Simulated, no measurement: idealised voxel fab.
Process module name: voxel wiring stack
Section shown: cut. Width: 235 nm. Cell size: 5 nm, square.
Cross-section spec: square-cell grid; bands listed top down; each band is one or more rows.
First you get the band's top height and its bottom height, in nm, and then the materials it's made of, left to right, with each width in nm. If you see a single material with "throughout", that one covers the band edge to edge. "air" is empty space.
Convention: height 0 is the level below which the wafer, as received, is all one material. The lowest band does not terminate at the bottom but continues downward, represented as "0 nm and below".
Quick explanation for "30->40": the width changes in equal steps down the rows of cells, from the first number in the band's top row to the second number in its bottom row.
The cross-section has no changed cell in any step marked "all unchanged".
"Trapped cavities": sealed empty spaces, 8 cells or more, no open way to top, listed width x height at distance, with distance from the left edge and width, height and distance in nm.
On each step's line, the part that comes after the settings is the simulator's own comment on the step.
overlay nm: mask offset rightward from planned place, masked step; negative means leftward offset.
### The following list gives the planned process steps
1 op RECEIVE | material Si
2 op CONFORMAL_DEP | material SiO2 | thk nm 10
3 op DIRECTIONAL_DEP | material TiN | thk nm 5
4 op DIRECTIONAL_DEP | material W | thk nm 20
5 op PATTERN | tone cover | mask id METAL_1 | material resist | width nm 20 | pitch nm 40 | thk nm 20 | overlay nm 0
6 op DIRECTIONAL_ETCH | etch materials W | depth nm 20
7 op DIRECTIONAL_ETCH | etch materials TiN | depth nm 5
8 op STRIP | etch materials resist
9 op FILL_DEP | material lowk | thk nm 5
10 op CMP | height nm 35
11 op CONFORMAL_DEP | material SiCN | thk nm 5
12 op DIRECTIONAL_DEP | material lowk | thk nm 30
13 op PATTERN | tone open | mask id METAL_2 | material resist | width nm 20 | pitch nm 40 | thk nm 20 | overlay nm 0
14 op DIRECTIONAL_ETCH | etch materials lowk | depth nm 20
15 op STRIP | etch materials resist
16 op MASKED_ETCH | tone open | mask id METAL_2_HOLES | width nm 15 | etch materials lowk | depth nm 10 | overlay nm 0
17 op MASKED_ETCH | tone open | mask id METAL_2_HOLES | width nm 15 | etch materials SiCN | depth nm 5 | overlay nm 0
18 op CONFORMAL_DEP | material TiN | thk nm 5
19 op FILL_DEP | material Cu | thk nm 5
20 op CMP | height nm 70
21 op CONFORMAL_DEP | material SiCN | thk nm 5
22 op DIRECTIONAL_DEP | material lowk | thk nm 35
23 op DIRECTIONAL_DEP | material aC | thk nm 10
24 op PATTERN | tone open | mask id METAL_3 | material resist | width nm 20 | pitch nm 40 | thk nm 30 | overlay nm 0
25 op DIRECTIONAL_ETCH | etch materials aC | depth nm 10
26 op STRIP | etch materials resist
27 op DIRECTIONAL_ETCH | etch materials lowk | depth nm 20
28 op STRIP | etch materials aC
29 op DIRECTIONAL_DEP | material aC | thk nm 15
30 op PATTERN | tone open | mask id METAL_3_HOLES | material resist | width nm 15 | thk nm 35 | overlay nm 0
31 op DIRECTIONAL_ETCH | etch materials aC | depth nm 15
32 op STRIP | etch materials resist
33 op DIRECTIONAL_ETCH | etch materials lowk | depth nm 15
34 op DIRECTIONAL_ETCH | etch materials SiCN | depth nm 5
35 op STRIP | etch materials aC
36 op CONFORMAL_DEP | material TiN | thk nm 5
37 op FILL_DEP | material Cu | thk nm 5
38 op CMP | height nm 110
39 op CONFORMAL_DEP | material SiCN | thk nm 5
40 op DIRECTIONAL_DEP | material lowk | thk nm 10
41 op MASKED_ETCH | tone open | mask id PLUG_3 | width nm 15 | pitch nm 40 | etch materials lowk | depth nm 10 | overlay nm 0
42 op MASKED_ETCH | tone open | mask id PLUG_3 | width nm 15 | pitch nm 40 | etch materials SiCN | depth nm 5 | overlay nm 0
43 op EPI | material Ru | thk nm 10
44 op EPI | material Ru | thk nm 5
45 op CONFORMAL_DEP | material SiN | thk nm 5
46 op DIRECTIONAL_DEP | material lowk | thk nm 20
47 op MASKED_ETCH | tone open | mask id METAL_4 | width nm 20 | pitch nm 40 | etch materials lowk | depth nm 20 | overlay nm 0
48 op MASKED_ETCH | tone open | mask id METAL_4 | width nm 20 | pitch nm 40 | etch materials SiN | depth nm 5 | overlay nm 0
49 op CONFORMAL_DEP | material TiN | thk nm 5
50 op FILL_DEP | material Ru | thk nm 5
51 op CMP | height nm 150
52 op EPI | material Ru | thk nm 5
53 op FILL_DEP | material SiCN | thk nm 5
### The following pertains to the first of two wafers, which was processed as planned
### Received-state cross-section, reflecting completion of step 1
	0 nm and below = Si throughout
	Trapped cavities: none
### Presented here is a cross-section of the wafer after step 2 has been performed
	10 nm to 0 nm = SiO2 throughout
	For the remainder of the cross-section, below 0, there is no change.
### Presented here is a cross-section of the wafer after step 3 has been performed
	15 nm to 10 nm = TiN throughout
	For the remainder of the cross-section, below 10, there is no change.
### Presented here is a cross-section of the wafer after step 4 has been performed
	35 nm to 15 nm = W throughout
	For the remainder of the cross-section, below 15, there is no change.
### Presented here is a cross-section of the wafer after step 5 has been performed
	55 nm to 35 nm = air 85, resist 20, air 20, resist 20, air 90
	For the remainder of the cross-section, below 35, there is no change.
### Presented here is a cross-section of the wafer after step 6 has been performed
	55 nm to 35 nm = air 85, resist 20, air 20, resist 20, air 90
	35 nm to 15 nm = air 85, W 20, air 20, W 20, air 90
	For the remainder of the cross-section, below 15, there is no change.
### Presented here is a cross-section of the wafer after step 7 has been performed
	55 nm to 35 nm = air 85, resist 20, air 20, resist 20, air 90
	35 nm to 15 nm = air 85, W 20, air 20, W 20, air 90
	15 nm to 10 nm = air 85, TiN 20, air 20, TiN 20, air 90
	For the remainder of the cross-section, below 10, there is no change.
### Presented here is a cross-section of the wafer after step 8 has been performed
	35 nm to 15 nm = air 85, W 20, air 20, W 20, air 90
	For the remainder of the cross-section, below 15, there is no change.
### Presented here is a cross-section of the wafer after step 9 has been performed
	40 nm to 35 nm = lowk throughout
	35 nm to 15 nm = lowk 85, W 20, lowk 20, W 20, lowk 90
	15 nm to 10 nm = lowk 85, TiN 20, lowk 20, TiN 20, lowk 90
	For the remainder of the cross-section, below 10, there is no change.
### Presented here is a cross-section of the wafer after step 10 has been performed
	35 nm to 15 nm = lowk 85, W 20, lowk 20, W 20, lowk 90
	For the remainder of the cross-section, below 15, there is no change.
### Presented here is a cross-section of the wafer after step 11 has been performed
	40 nm to 35 nm = SiCN throughout
	For the remainder of the cross-section, below 35, there is no change.
### Presented here is a cross-section of the wafer after step 12 has been performed
	70 nm to 40 nm = lowk throughout
	For the remainder of the cross-section, below 40, there is no change.
### Presented here is a cross-section of the wafer after step 13 has been performed
	90 nm to 70 nm = resist 85, air 20, resist 20, air 20, resist 90
	For the remainder of the cross-section, below 70, there is no change.
### Presented here is a cross-section of the wafer after step 14 has been performed
	90 nm to 70 nm = resist 85, air 20, resist 20, air 20, resist 90
	70 nm to 50 nm = lowk 85, air 20, lowk 20, air 20, lowk 90
	For the remainder of the cross-section, below 50, there is no change.
### Presented here is a cross-section of the wafer after step 15 has been performed
	70 nm to 50 nm = lowk 85, air 20, lowk 20, air 20, lowk 90
	For the remainder of the cross-section, below 50, there is no change.
### Presented here is a cross-section of the wafer after step 16 has been performed
	70 nm to 50 nm = lowk 85, air 20, lowk 20, air 20, lowk 90
	50 nm to 40 nm = lowk 85, air 15, lowk 135
	For the remainder of the cross-section, below 40, there is no change.
### Presented here is a cross-section of the wafer after step 17 has been performed
	70 nm to 50 nm = lowk 85, air 20, lowk 20, air 20, lowk 90
	50 nm to 40 nm = lowk 85, air 15, lowk 135
	40 nm to 35 nm = SiCN 85, air 15, SiCN 135
	For the remainder of the cross-section, below 35, there is no change.
### Presented here is a cross-section of the wafer after step 18 has been performed
	75 nm to 70 nm = TiN 90, air 10, TiN 30, air 10, TiN 95
	70 nm to 55 nm = lowk 85, TiN 5, air 10, TiN 5, lowk 20, TiN 5, air 10, TiN 5, lowk 90
	55 nm to 50 nm = lowk 85, TiN 5, air 5, TiN 10, lowk 20, TiN 20, lowk 90
	50 nm to 40 nm = lowk 85, TiN 5, air 5, TiN 5, lowk 135
	40 nm to 35 nm = SiCN 85, TiN 15, SiCN 135
	For the remainder of the cross-section, below 35, there is no change.
### Presented here is a cross-section of the wafer after step 19 has been performed
	80 nm to 75 nm = Cu throughout
	75 nm to 70 nm = TiN 90, Cu 10, TiN 30, Cu 10, TiN 95
	70 nm to 55 nm = lowk 85, TiN 5, Cu 10, TiN 5, lowk 20, TiN 5, Cu 10, TiN 5, lowk 90
	55 nm to 50 nm = lowk 85, TiN 5, Cu 5, TiN 10, lowk 20, TiN 20, lowk 90
	50 nm to 40 nm = lowk 85, TiN 5, Cu 5, TiN 5, lowk 135
	For the remainder of the cross-section, below 40, there is no change.
### Presented here is a cross-section of the wafer after step 20 has been performed
	70 nm to 55 nm = lowk 85, TiN 5, Cu 10, TiN 5, lowk 20, TiN 5, Cu 10, TiN 5, lowk 90
	For the remainder of the cross-section, below 55, there is no change.
### Presented here is a cross-section of the wafer after step 21 has been performed
	75 nm to 70 nm = SiCN throughout
	For the remainder of the cross-section, below 70, there is no change.
### Presented here is a cross-section of the wafer after step 22 has been performed
	110 nm to 75 nm = lowk throughout
	For the remainder of the cross-section, below 75, there is no change.
### Presented here is a cross-section of the wafer after step 23 has been performed
	120 nm to 110 nm = aC throughout
	For the remainder of the cross-section, below 110, there is no change.
### Presented here is a cross-section of the wafer after step 24 has been performed
	150 nm to 120 nm = resist 85, air 20, resist 20, air 20, resist 90
	For the remainder of the cross-section, below 120, there is no change.
### Presented here is a cross-section of the wafer after step 25 has been performed
	140 nm to 120 nm = resist 85, air 20, resist 20, air 20, resist 90
	120 nm to 110 nm = aC 85, air 20, aC 20, air 20, aC 90
	For the remainder of the cross-section, below 110, there is no change.
### Presented here is a cross-section of the wafer after step 26 has been performed
	120 nm to 110 nm = aC 85, air 20, aC 20, air 20, aC 90
	For the remainder of the cross-section, below 110, there is no change.
### Presented here is a cross-section of the wafer after step 27 has been performed
	120 nm to 110 nm = aC 85, air 20, aC 20, air 20, aC 90
	110 nm to 90 nm = lowk 85, air 20, lowk 20, air 20, lowk 90
	For the remainder of the cross-section, below 90, there is no change.
### Presented here is a cross-section of the wafer after step 28 has been performed
	110 nm to 90 nm = lowk 85, air 20, lowk 20, air 20, lowk 90
	For the remainder of the cross-section, below 90, there is no change.
### Presented here is a cross-section of the wafer after step 29 has been performed
	125 nm to 110 nm = aC 85, air 20, aC 20, air 20, aC 90
	110 nm to 105 nm = lowk 85, air 20, lowk 20, air 20, lowk 90
	105 nm to 90 nm = lowk 85, aC 20, lowk 20, aC 20, lowk 90
	For the remainder of the cross-section, below 90, there is no change.
### Presented here is a cross-section of the wafer after step 30 has been performed
	160 nm to 125 nm = resist 85, air 15, resist 135
	125 nm to 110 nm = aC 85, air 15, resist 5, aC 20, resist 20, aC 90
	110 nm to 105 nm = lowk 85, air 15, resist 5, lowk 20, resist 20, lowk 90
	For the remainder of the cross-section, below 105, there is no change.
### Presented here is a cross-section of the wafer after step 31 has been performed
	145 nm to 125 nm = resist 85, air 15, resist 135
	125 nm to 110 nm = aC 85, air 15, resist 5, aC 20, resist 20, aC 90
	110 nm to 105 nm = lowk 85, air 15, resist 5, lowk 20, resist 20, lowk 90
	105 nm to 90 nm = lowk 85, air 15, aC 5, lowk 20, aC 20, lowk 90
	For the remainder of the cross-section, below 90, there is no change.
### Presented here is a cross-section of the wafer after step 32 has been performed
	125 nm to 110 nm = aC 85, air 20, aC 20, air 20, aC 90
	110 nm to 105 nm = lowk 85, air 20, lowk 20, air 20, lowk 90
	For the remainder of the cross-section, below 105, there is no change.
### Presented here is a cross-section of the wafer after step 33 has been performed
	125 nm to 110 nm = aC 85, air 20, aC 20, air 20, aC 90
	110 nm to 105 nm = lowk 85, air 20, lowk 20, air 20, lowk 90
	105 nm to 90 nm = lowk 85, air 15, aC 5, lowk 20, aC 20, lowk 90
	90 nm to 75 nm = lowk 85, air 15, lowk 135
	For the remainder of the cross-section, below 75, there is no change.
### Presented here is a cross-section of the wafer after step 34 has been performed
	125 nm to 110 nm = aC 85, air 20, aC 20, air 20, aC 90
	110 nm to 105 nm = lowk 85, air 20, lowk 20, air 20, lowk 90
	105 nm to 90 nm = lowk 85, air 15, aC 5, lowk 20, aC 20, lowk 90
	90 nm to 75 nm = lowk 85, air 15, lowk 135
	75 nm to 70 nm = SiCN 85, air 15, SiCN 135
	For the remainder of the cross-section, below 70, there is no change.
### Presented here is a cross-section of the wafer after step 35 has been performed
	110 nm to 90 nm = lowk 85, air 20, lowk 20, air 20, lowk 90
	For the remainder of the cross-section, below 90, there is no change.
### Presented here is a cross-section of the wafer after step 36 has been performed
	115 nm to 110 nm = TiN 90, air 10, TiN 30, air 10, TiN 95
	110 nm to 95 nm = lowk 85, TiN 5, air 10, TiN 5, lowk 20, TiN 5, air 10, TiN 5, lowk 90
	95 nm to 90 nm = lowk 85, TiN 5, air 5, TiN 10, lowk 20, TiN 20, lowk 90
	90 nm to 75 nm = lowk 85, TiN 5, air 5, TiN 5, lowk 135
	75 nm to 70 nm = SiCN 85, TiN 15, SiCN 135
	For the remainder of the cross-section, below 70, there is no change.
### Presented here is a cross-section of the wafer after step 37 has been performed
	120 nm to 115 nm = Cu throughout
	115 nm to 110 nm = TiN 90, Cu 10, TiN 30, Cu 10, TiN 95
	110 nm to 95 nm = lowk 85, TiN 5, Cu 10, TiN 5, lowk 20, TiN 5, Cu 10, TiN 5, lowk 90
	95 nm to 90 nm = lowk 85, TiN 5, Cu 5, TiN 10, lowk 20, TiN 20, lowk 90
	90 nm to 75 nm = lowk 85, TiN 5, Cu 5, TiN 5, lowk 135
	For the remainder of the cross-section, below 75, there is no change.
### Presented here is a cross-section of the wafer after step 38 has been performed
	110 nm to 95 nm = lowk 85, TiN 5, Cu 10, TiN 5, lowk 20, TiN 5, Cu 10, TiN 5, lowk 90
	For the remainder of the cross-section, below 95, there is no change.
### Presented here is a cross-section of the wafer after step 39 has been performed
	115 nm to 110 nm = SiCN throughout
	For the remainder of the cross-section, below 110, there is no change.
### Presented here is a cross-section of the wafer after step 40 has been performed
	125 nm to 115 nm = lowk throughout
	For the remainder of the cross-section, below 115, there is no change.
### Presented here is a cross-section of the wafer after step 41 has been performed
	125 nm to 115 nm = lowk 85, air 15, lowk 25, air 15, lowk 95
	For the remainder of the cross-section, below 115, there is no change.
### Presented here is a cross-section of the wafer after step 42 has been performed
	125 nm to 115 nm = lowk 85, air 15, lowk 25, air 15, lowk 95
	115 nm to 110 nm = SiCN 85, air 15, SiCN 25, air 15, SiCN 95
	For the remainder of the cross-section, below 110, there is no change.
### Presented here is a cross-section of the wafer after step 43 has been performed
	125 nm to 120 nm = lowk 85, air 15, lowk 25, air 15, lowk 95
	120 nm to 115 nm = lowk 85, Ru 15, lowk 25, Ru 15, lowk 95
	115 nm to 110 nm = SiCN 85, Ru 15, SiCN 25, Ru 15, SiCN 95
	For the remainder of the cross-section, below 110, there is no change.
### Presented here is a cross-section of the wafer after step 44 has been performed
	125 nm to 115 nm = lowk 85, Ru 15, lowk 25, Ru 15, lowk 95
	For the remainder of the cross-section, below 115, there is no change.
### Presented here is a cross-section of the wafer after step 45 has been performed
	130 nm to 125 nm = SiN throughout
	For the remainder of the cross-section, below 125, there is no change.
### Presented here is a cross-section of the wafer after step 46 has been performed
	150 nm to 130 nm = lowk throughout
	For the remainder of the cross-section, below 130, there is no change.
### Presented here is a cross-section of the wafer after step 47 has been performed
	150 nm to 130 nm = lowk 85, air 20, lowk 20, air 20, lowk 90
	For the remainder of the cross-section, below 130, there is no change.
### Presented here is a cross-section of the wafer after step 48 has been performed
	150 nm to 130 nm = lowk 85, air 20, lowk 20, air 20, lowk 90
	130 nm to 125 nm = SiN 85, air 20, SiN 20, air 20, SiN 90
	For the remainder of the cross-section, below 125, there is no change.
### Presented here is a cross-section of the wafer after step 49 has been performed
	155 nm to 150 nm = TiN 90, air 10, TiN 30, air 10, TiN 95
	150 nm to 130 nm = lowk 85, TiN 5, air 10, TiN 5, lowk 20, TiN 5, air 10, TiN 5, lowk 90
	130 nm to 125 nm = SiN 85, TiN 20, SiN 20, TiN 20, SiN 90
	For the remainder of the cross-section, below 125, there is no change.
### Presented here is a cross-section of the wafer after step 50 has been performed
	160 nm to 155 nm = Ru throughout
	155 nm to 150 nm = TiN 90, Ru 10, TiN 30, Ru 10, TiN 95
	150 nm to 130 nm = lowk 85, TiN 5, Ru 10, TiN 5, lowk 20, TiN 5, Ru 10, TiN 5, lowk 90
	For the remainder of the cross-section, below 130, there is no change.
### Presented here is a cross-section of the wafer after step 51 has been performed
	150 nm to 130 nm = lowk 85, TiN 5, Ru 10, TiN 5, lowk 20, TiN 5, Ru 10, TiN 5, lowk 90
	For the remainder of the cross-section, below 130, there is no change.
### Presented here is a cross-section of the wafer after step 52 has been performed
	155 nm to 150 nm = air 80, Ru 30, air 10, Ru 30, air 85
	For the remainder of the cross-section, below 150, there is no change.
### Presented here is a cross-section of the wafer after step 53 has been performed
	160 nm to 155 nm = SiCN throughout
	155 nm to 150 nm = SiCN 80, Ru 30, SiCN 10, Ru 30, SiCN 85
	For the remainder of the cross-section, below 150, there is no change.
### Second Wafer (Identical Start and Plan, One Processing Error; Matches First Wafer Through Step 20)
### Second wafer, sectioned view, at step 21's planned end time
	75 nm to 70 nm = Cu throughout
	For the remainder of the cross-section, below 70, there is no change.
### Second wafer, sectioned view, at step 22's planned end time
	110 nm to 75 nm = lowk throughout
	For the remainder of the cross-section, below 75, there is no change.
### Second wafer, sectioned view, at step 23's planned end time
	120 nm to 110 nm = aC throughout
	For the remainder of the cross-section, below 110, there is no change.
### Second wafer, sectioned view, at step 24's planned end time
	150 nm to 120 nm = resist 85, air 20, resist 20, air 20, resist 90
	For the remainder of the cross-section, below 120, there is no change.
### Second wafer, sectioned view, at step 25's planned end time
	140 nm to 120 nm = resist 85, air 20, resist 20, air 20, resist 90
	120 nm to 110 nm = aC 85, air 20, aC 20, air 20, aC 90
	For the remainder of the cross-section, below 110, there is no change.
### Second wafer, sectioned view, at step 26's planned end time
	120 nm to 110 nm = aC 85, air 20, aC 20, air 20, aC 90
	For the remainder of the cross-section, below 110, there is no change.
### Second wafer, sectioned view, at step 27's planned end time
	120 nm to 110 nm = aC 85, air 20, aC 20, air 20, aC 90
	110 nm to 90 nm = lowk 85, air 20, lowk 20, air 20, lowk 90
	For the remainder of the cross-section, below 90, there is no change.
### Second wafer, sectioned view, at step 28's planned end time
	110 nm to 90 nm = lowk 85, air 20, lowk 20, air 20, lowk 90
	For the remainder of the cross-section, below 90, there is no change.
### Second wafer, sectioned view, at step 29's planned end time
	125 nm to 110 nm = aC 85, air 20, aC 20, air 20, aC 90
	110 nm to 105 nm = lowk 85, air 20, lowk 20, air 20, lowk 90
	105 nm to 90 nm = lowk 85, aC 20, lowk 20, aC 20, lowk 90
	For the remainder of the cross-section, below 90, there is no change.
### Second wafer, sectioned view, at step 30's planned end time
	160 nm to 125 nm = resist 85, air 15, resist 135
	125 nm to 110 nm = aC 85, air 15, resist 5, aC 20, resist 20, aC 90
	110 nm to 105 nm = lowk 85, air 15, resist 5, lowk 20, resist 20, lowk 90
	For the remainder of the cross-section, below 105, there is no change.
### Second wafer, sectioned view, at step 31's planned end time
	145 nm to 125 nm = resist 85, air 15, resist 135
	125 nm to 110 nm = aC 85, air 15, resist 5, aC 20, resist 20, aC 90
	110 nm to 105 nm = lowk 85, air 15, resist 5, lowk 20, resist 20, lowk 90
	105 nm to 90 nm = lowk 85, air 15, aC 5, lowk 20, aC 20, lowk 90
	For the remainder of the cross-section, below 90, there is no change.
### Second wafer, sectioned view, at step 32's planned end time
	125 nm to 110 nm = aC 85, air 20, aC 20, air 20, aC 90
	110 nm to 105 nm = lowk 85, air 20, lowk 20, air 20, lowk 90
	For the remainder of the cross-section, below 105, there is no change.
### Second wafer, sectioned view, at step 33's planned end time
	125 nm to 110 nm = aC 85, air 20, aC 20, air 20, aC 90
	110 nm to 105 nm = lowk 85, air 20, lowk 20, air 20, lowk 90
	105 nm to 90 nm = lowk 85, air 15, aC 5, lowk 20, aC 20, lowk 90
	90 nm to 75 nm = lowk 85, air 15, lowk 135
	For the remainder of the cross-section, below 75, there is no change.
Second wafer, sectioned view, at step 34's planned end time: all unchanged
### Second wafer, sectioned view, at step 35's planned end time
	110 nm to 90 nm = lowk 85, air 20, lowk 20, air 20, lowk 90
	For the remainder of the cross-section, below 90, there is no change.
### Second wafer, sectioned view, at step 36's planned end time
	115 nm to 110 nm = TiN 90, air 10, TiN 30, air 10, TiN 95
	110 nm to 95 nm = lowk 85, TiN 5, air 10, TiN 5, lowk 20, TiN 5, air 10, TiN 5, lowk 90
	95 nm to 90 nm = lowk 85, TiN 5, air 5, TiN 10, lowk 20, TiN 20, lowk 90
	90 nm to 80 nm = lowk 85, TiN 5, air 5, TiN 5, lowk 135
	80 nm to 75 nm = lowk 85, TiN 15, lowk 135
	For the remainder of the cross-section, below 75, there is no change.
### Second wafer, sectioned view, at step 37's planned end time
	120 nm to 115 nm = Cu throughout
	115 nm to 110 nm = TiN 90, Cu 10, TiN 30, Cu 10, TiN 95
	110 nm to 95 nm = lowk 85, TiN 5, Cu 10, TiN 5, lowk 20, TiN 5, Cu 10, TiN 5, lowk 90
	95 nm to 90 nm = lowk 85, TiN 5, Cu 5, TiN 10, lowk 20, TiN 20, lowk 90
	90 nm to 80 nm = lowk 85, TiN 5, Cu 5, TiN 5, lowk 135
	For the remainder of the cross-section, below 80, there is no change.
### Second wafer, sectioned view, at step 38's planned end time
	110 nm to 95 nm = lowk 85, TiN 5, Cu 10, TiN 5, lowk 20, TiN 5, Cu 10, TiN 5, lowk 90
	For the remainder of the cross-section, below 95, there is no change.
### Second wafer, sectioned view, at step 39's planned end time
	115 nm to 110 nm = SiCN throughout
	For the remainder of the cross-section, below 110, there is no change.
### Second wafer, sectioned view, at step 40's planned end time
	125 nm to 115 nm = lowk throughout
	For the remainder of the cross-section, below 115, there is no change.
### Second wafer, sectioned view, at step 41's planned end time
	125 nm to 115 nm = lowk 85, air 15, lowk 25, air 15, lowk 95
	For the remainder of the cross-section, below 115, there is no change.
### Second wafer, sectioned view, at step 42's planned end time
	125 nm to 115 nm = lowk 85, air 15, lowk 25, air 15, lowk 95
	115 nm to 110 nm = SiCN 85, air 15, SiCN 25, air 15, SiCN 95
	For the remainder of the cross-section, below 110, there is no change.
### Second wafer, sectioned view, at step 43's planned end time
	125 nm to 120 nm = lowk 85, air 15, lowk 25, air 15, lowk 95
	120 nm to 115 nm = lowk 85, Ru 15, lowk 25, Ru 15, lowk 95
	115 nm to 110 nm = SiCN 85, Ru 15, SiCN 25, Ru 15, SiCN 95
	For the remainder of the cross-section, below 110, there is no change.
### Second wafer, sectioned view, at step 44's planned end time
	125 nm to 115 nm = lowk 85, Ru 15, lowk 25, Ru 15, lowk 95
	For the remainder of the cross-section, below 115, there is no change.
### Second wafer, sectioned view, at step 45's planned end time
	130 nm to 125 nm = SiN throughout
	For the remainder of the cross-section, below 125, there is no change.
### Second wafer, sectioned view, at step 46's planned end time
	150 nm to 130 nm = lowk throughout
	For the remainder of the cross-section, below 130, there is no change.
### Second wafer, sectioned view, at step 47's planned end time
	150 nm to 130 nm = lowk 85, air 20, lowk 20, air 20, lowk 90
	For the remainder of the cross-section, below 130, there is no change.
### Second wafer, sectioned view, at step 48's planned end time
	150 nm to 130 nm = lowk 85, air 20, lowk 20, air 20, lowk 90
	130 nm to 125 nm = SiN 85, air 20, SiN 20, air 20, SiN 90
	For the remainder of the cross-section, below 125, there is no change.
### Second wafer, sectioned view, at step 49's planned end time
	155 nm to 150 nm = TiN 90, air 10, TiN 30, air 10, TiN 95
	150 nm to 130 nm = lowk 85, TiN 5, air 10, TiN 5, lowk 20, TiN 5, air 10, TiN 5, lowk 90
	130 nm to 125 nm = SiN 85, TiN 20, SiN 20, TiN 20, SiN 90
	For the remainder of the cross-section, below 125, there is no change.
### Second wafer, sectioned view, at step 50's planned end time
	160 nm to 155 nm = Ru throughout
	155 nm to 150 nm = TiN 90, Ru 10, TiN 30, Ru 10, TiN 95
	150 nm to 130 nm = lowk 85, TiN 5, Ru 10, TiN 5, lowk 20, TiN 5, Ru 10, TiN 5, lowk 90
	For the remainder of the cross-section, below 130, there is no change.
### Second wafer, sectioned view, at step 51's planned end time
	150 nm to 130 nm = lowk 85, TiN 5, Ru 10, TiN 5, lowk 20, TiN 5, Ru 10, TiN 5, lowk 90
	For the remainder of the cross-section, below 130, there is no change.
### Second wafer, sectioned view, at step 52's planned end time
	155 nm to 150 nm = air 80, Ru 30, air 10, Ru 30, air 85
	For the remainder of the cross-section, below 150, there is no change.
### Second wafer, sectioned view, at step 53's planned end time
	160 nm to 155 nm = SiCN throughout
	155 nm to 150 nm = SiCN 80, Ru 30, SiCN 10, Ru 30, SiCN 85
	For the remainder of the cross-section, below 150, there is no change.
Against the plan, the run slipped here: heads up, step 21 didn't go per plan, it actually ran as op CONFORMAL_DEP | material Cu | thk nm 5
Counted in cells at the end, the second wafer holds more or fewer of these materials than the first: Cu +46, SiCN -44, TiN -2
